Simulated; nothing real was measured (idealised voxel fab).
process module | voxel trench capacitor
cross-section cut | 285 nm wide | cells 5 nm
A cross-section is a grid of square cells, given in bands from the top down. A band is one or more rows of cells.
Each band's line starts with the height of the band's top and of its bottom, in nm. Then come its materials from left to right, each with its width in nm. One material with "throughout" fills the band from edge to edge. "air" is empty space.
Height 0 is the level under which the wafer as received is all one material. The lowest band goes on downwards, as in "0 down".
A width such as "30 to 40" changes by the same amount from each row of cells to the next, from the band's top row to its bottom row.
"no change" after a step means that no cell of the cross-section changed.
closed voids: empty space of 8 cells or more with no open way to the top, each as width x height at its distance from the left edge, in nm
after a step's settings: what the simulator itself notes on the step
overlay nm, on a step with a mask: how far to the right of its planned place the mask lay; to the left if negative
plan
1 op RECEIVE | material Si
2 op CONFORMAL_DEP | material SiN | thk nm 5
3 op DIRECTIONAL_DEP | material aC | thk nm 10
4 op PATTERN | tone open | mask id TRENCH | material resist | width nm 30 | pitch nm 60 | thk nm 25 | overlay nm 0
5 op DIRECTIONAL_ETCH | etch materials aC | depth nm 10
6 op STRIP | etch materials resist
7 op DIRECTIONAL_ETCH | etch materials SiN | depth nm 5
8 op DIRECTIONAL_ETCH | etch materials Si | depth nm 30
9 op STRIP | etch materials aC
10 op CONFORMAL_DEP | material HfO2 | thk nm 5
11 op CONFORMAL_DEP | material TiN | thk nm 5
12 op FILL_DEP | material W | thk nm 10
13 op CMP | height nm 5
first wafer, as planned
as received, after step 1
  0 down: Si throughout
  closed voids: none
after step 2
  5 to 0: SiN throughout
  below 0: unchanged
after step 3
  15 to 5: aC throughout
  below 5: unchanged
after step 4
  40 to 15: resist 35 | air 30 | resist 30 | air 30 | resist 30 | air 30 | resist 30 | air 30 | resist 40
  below 15: unchanged
after step 5
  30 to 15: resist 35 | air 30 | resist 30 | air 30 | resist 30 | air 30 | resist 30 | air 30 | resist 40
  15 to 5: aC 35 | air 30 | aC 30 | air 30 | aC 30 | air 30 | aC 30 | air 30 | aC 40
  below 5: unchanged
after step 6
  15 to 5: aC 35 | air 30 | aC 30 | air 30 | aC 30 | air 30 | aC 30 | air 30 | aC 40
  below 5: unchanged
after step 7
  15 to 5: aC 35 | air 30 | aC 30 | air 30 | aC 30 | air 30 | aC 30 | air 30 | aC 40
  5 to 0: SiN 35 | air 30 | SiN 30 | air 30 | SiN 30 | air 30 | SiN 30 | air 30 | SiN 40
  below 0: unchanged
after step 8
  15 to 5: aC 35 | air 30 | aC 30 | air 30 | aC 30 | air 30 | aC 30 | air 30 | aC 40
  5 to 0: SiN 35 | air 30 | SiN 30 | air 30 | SiN 30 | air 30 | SiN 30 | air 30 | SiN 40
  0 to -30: Si 35 | air 30 | Si 30 | air 30 | Si 30 | air 30 | Si 30 | air 30 | Si 40
  below -30: unchanged
after step 9
  5 to 0: SiN 35 | air 30 | SiN 30 | air 30 | SiN 30 | air 30 | SiN 30 | air 30 | SiN 40
  below 0: unchanged
after step 10
  10 to 5: HfO2 40 | air 20 | HfO2 40 | air 20 | HfO2 40 | air 20 | HfO2 40 | air 20 | HfO2 45
  5 to 0: SiN 35 | HfO2 5 | air 20 | HfO2 5 | SiN 30 | HfO2 5 | air 20 | HfO2 5 | SiN 30 | HfO2 5 | air 20 | HfO2 5 | SiN 30 | HfO2 5 | air 20 | HfO2 5 | SiN 40
  0 to -25: Si 35 | HfO2 5 | air 20 | HfO2 5 | Si 30 | HfO2 5 | air 20 | HfO2 5 | Si 30 | HfO2 5 | air 20 | HfO2 5 | Si 30 | HfO2 5 | air 20 | HfO2 5 | Si 40
  -25 to -30: Si 35 | HfO2 30 | Si 30 | HfO2 30 | Si 30 | HfO2 30 | Si 30 | HfO2 30 | Si 40
  below -30: unchanged
after step 11
  15 to 10: TiN 45 | air 10 | TiN 50 | air 10 | TiN 50 | air 10 | TiN 50 | air 10 | TiN 50
  10 to 5: HfO2 40 | TiN 5 | air 10 | TiN 5 | HfO2 40 | TiN 5 | air 10 | TiN 5 | HfO2 40 | TiN 5 | air 10 | TiN 5 | HfO2 40 | TiN 5 | air 10 | TiN 5 | HfO2 45
  5 to 0: SiN 35 | HfO2 5 | TiN 5 | air 10 | TiN 5 | HfO2 5 | SiN 30 | HfO2 5 | TiN 5 | air 10 | TiN 5 | HfO2 5 | SiN 30 | HfO2 5 | TiN 5 | air 10 | TiN 5 | HfO2 5 | SiN 30 | HfO2 5 | TiN 5 | air 10 | TiN 5 | HfO2 5 | SiN 40
  0 to -20: Si 35 | HfO2 5 | TiN 5 | air 10 | TiN 5 | HfO2 5 | Si 30 | HfO2 5 | TiN 5 | air 10 | TiN 5 | HfO2 5 | Si 30 | HfO2 5 | TiN 5 | air 10 | TiN 5 | HfO2 5 | Si 30 | HfO2 5 | TiN 5 | air 10 | TiN 5 | HfO2 5 | Si 40
  -20 to -25: Si 35 | HfO2 5 | TiN 20 | HfO2 5 | Si 30 | HfO2 5 | TiN 20 | HfO2 5 | Si 30 | HfO2 5 | TiN 20 | HfO2 5 | Si 30 | HfO2 5 | TiN 20 | HfO2 5 | Si 40
  below -25: unchanged
after step 12
  25 to 15: W throughout
  15 to 10: TiN 45 | W 10 | TiN 50 | W 10 | TiN 50 | W 10 | TiN 50 | W 10 | TiN 50
  10 to 5: HfO2 40 | TiN 5 | W 10 | TiN 5 | HfO2 40 | TiN 5 | W 10 | TiN 5 | HfO2 40 | TiN 5 | W 10 | TiN 5 | HfO2 40 | TiN 5 | W 10 | TiN 5 | HfO2 45
  5 to 0: SiN 35 | HfO2 5 | TiN 5 | W 10 | TiN 5 | HfO2 5 | SiN 30 | HfO2 5 | TiN 5 | W 10 | TiN 5 | HfO2 5 | SiN 30 | HfO2 5 | TiN 5 | W 10 | TiN 5 | HfO2 5 | SiN 30 | HfO2 5 | TiN 5 | W 10 | TiN 5 | HfO2 5 | SiN 40
  0 to -20: Si 35 | HfO2 5 | TiN 5 | W 10 | TiN 5 | HfO2 5 | Si 30 | HfO2 5 | TiN 5 | W 10 | TiN 5 | HfO2 5 | Si 30 | HfO2 5 | TiN 5 | W 10 | TiN 5 | HfO2 5 | Si 30 | HfO2 5 | TiN 5 | W 10 | TiN 5 | HfO2 5 | Si 40
  below -20: unchanged
after step 13
  5 to 0: SiN 35 | HfO2 5 | TiN 5 | W 10 | TiN 5 | HfO2 5 | SiN 30 | HfO2 5 | TiN 5 | W 10 | TiN 5 | HfO2 5 | SiN 30 | HfO2 5 | TiN 5 | W 10 | TiN 5 | HfO2 5 | SiN 30 | HfO2 5 | TiN 5 | W 10 | TiN 5 | HfO2 5 | SiN 40
  below 0: unchanged
second wafer: like start, like plan, one mistake. Through step 3 it matches the first wafer
when step 4 should have ended
  40 to 15: air 35 | resist 30 | air 30 | resist 30 | air 30 | resist 30 | air 30 | resist 30 | air 40
  below 15: unchanged
when step 5 should have ended
  30 to 15: air 35 | resist 30 | air 30 | resist 30 | air 30 | resist 30 | air 30 | resist 30 | air 40
  15 to 5: air 35 | aC 30 | air 30 | aC 30 | air 30 | aC 30 | air 30 | aC 30 | air 40
  below 5: unchanged
when step 6 should have ended
  15 to 5: air 35 | aC 30 | air 30 | aC 30 | air 30 | aC 30 | air 30 | aC 30 | air 40
  below 5: unchanged
when step 7 should have ended
  15 to 5: air 35 | aC 30 | air 30 | aC 30 | air 30 | aC 30 | air 30 | aC 30 | air 40
  5 to 0: air 35 | SiN 30 | air 30 | SiN 30 | air 30 | SiN 30 | air 30 | SiN 30 | air 40
  below 0: unchanged
when step 8 should have ended
  15 to 5: air 35 | aC 30 | air 30 | aC 30 | air 30 | aC 30 | air 30 | aC 30 | air 40
  5 to 0: air 35 | SiN 30 | air 30 | SiN 30 | air 30 | SiN 30 | air 30 | SiN 30 | air 40
  0 to -30: air 35 | Si 30 | air 30 | Si 30 | air 30 | Si 30 | air 30 | Si 30 | air 40
  below -30: unchanged
when step 9 should have ended
  5 to 0: air 35 | SiN 30 | air 30 | SiN 30 | air 30 | SiN 30 | air 30 | SiN 30 | air 40
  below 0: unchanged
when step 10 should have ended
  10 to 5: air 30 | HfO2 40 | air 20 | HfO2 40 | air 20 | HfO2 40 | air 20 | HfO2 40 | air 35
  5 to 0: air 30 | HfO2 5 | SiN 30 | HfO2 5 | air 20 | HfO2 5 | SiN 30 | HfO2 5 | air 20 | HfO2 5 | SiN 30 | HfO2 5 | air 20 | HfO2 5 | SiN 30 | HfO2 5 | air 35
  0 to -25: air 30 | HfO2 5 | Si 30 | HfO2 5 | air 20 | HfO2 5 | Si 30 | HfO2 5 | air 20 | HfO2 5 | Si 30 | HfO2 5 | air 20 | HfO2 5 | Si 30 | HfO2 5 | air 35
  -25 to -30: HfO2 35 | Si 30 | HfO2 30 | Si 30 | HfO2 30 | Si 30 | HfO2 30 | Si 30 | HfO2 40
  below -30: unchanged
when step 11 should have ended
  15 to 10: air 25 | TiN 50 | air 10 | TiN 50 | air 10 | TiN 50 | air 10 | TiN 50 | air 30
  10 to 5: air 25 | TiN 5 | HfO2 40 | TiN 5 | air 10 | TiN 5 | HfO2 40 | TiN 5 | air 10 | TiN 5 | HfO2 40 | TiN 5 | air 10 | TiN 5 | HfO2 40 | TiN 5 | air 30
  5 to 0: air 25 | TiN 5 | HfO2 5 | SiN 30 | HfO2 5 | TiN 5 | air 10 | TiN 5 | HfO2 5 | SiN 30 | HfO2 5 | TiN 5 | air 10 | TiN 5 | HfO2 5 | SiN 30 | HfO2 5 | TiN 5 | air 10 | TiN 5 | HfO2 5 | SiN 30 | HfO2 5 | TiN 5 | air 30
  0 to -20: air 25 | TiN 5 | HfO2 5 | Si 30 | HfO2 5 | TiN 5 | air 10 | TiN 5 | HfO2 5 | Si 30 | HfO2 5 | TiN 5 | air 10 | TiN 5 | HfO2 5 | Si 30 | HfO2 5 | TiN 5 | air 10 | TiN 5 | HfO2 5 | Si 30 | HfO2 5 | TiN 5 | air 30
  -20 to -25: TiN 30 | HfO2 5 | Si 30 | HfO2 5 | TiN 20 | HfO2 5 | Si 30 | HfO2 5 | TiN 20 | HfO2 5 | Si 30 | HfO2 5 | TiN 20 | HfO2 5 | Si 30 | HfO2 5 | TiN 35
  below -25: unchanged
when step 12 should have ended
  25 to 15: W throughout
  15 to 10: W 25 | TiN 50 | W 10 | TiN 50 | W 10 | TiN 50 | W 10 | TiN 50 | W 30
  10 to 5: W 25 | TiN 5 | HfO2 40 | TiN 5 | W 10 | TiN 5 | HfO2 40 | TiN 5 | W 10 | TiN 5 | HfO2 40 | TiN 5 | W 10 | TiN 5 | HfO2 40 | TiN 5 | W 30
  5 to 0: W 25 | TiN 5 | HfO2 5 | SiN 30 | HfO2 5 | TiN 5 | W 10 | TiN 5 | HfO2 5 | SiN 30 | HfO2 5 | TiN 5 | W 10 | TiN 5 | HfO2 5 | SiN 30 | HfO2 5 | TiN 5 | W 10 | TiN 5 | HfO2 5 | SiN 30 | HfO2 5 | TiN 5 | W 30
  0 to -20: W 25 | TiN 5 | HfO2 5 | Si 30 | HfO2 5 | TiN 5 | W 10 | TiN 5 | HfO2 5 | Si 30 | HfO2 5 | TiN 5 | W 10 | TiN 5 | HfO2 5 | Si 30 | HfO2 5 | TiN 5 | W 10 | TiN 5 | HfO2 5 | Si 30 | HfO2 5 | TiN 5 | W 30
  below -20: unchanged
when step 13 should have ended
  5 to 0: W 25 | TiN 5 | HfO2 5 | SiN 30 | HfO2 5 | TiN 5 | W 10 | TiN 5 | HfO2 5 | SiN 30 | HfO2 5 | TiN 5 | W 10 | TiN 5 | HfO2 5 | SiN 30 | HfO2 5 | TiN 5 | W 10 | TiN 5 | HfO2 5 | SiN 30 | HfO2 5 | TiN 5 | W 30
  below 0: unchanged
what went wrong: step 4 ran as: op PATTERN | tone cover | mask id TRENCH | material resist | width nm 30 | pitch nm 60 | thk nm 25 | overlay nm 0
at the end the second wafer has, in cells: 9 more of HfO2 | 54 fewer of Si | 9 fewer of SiN | 9 more of TiN | 45 more of W
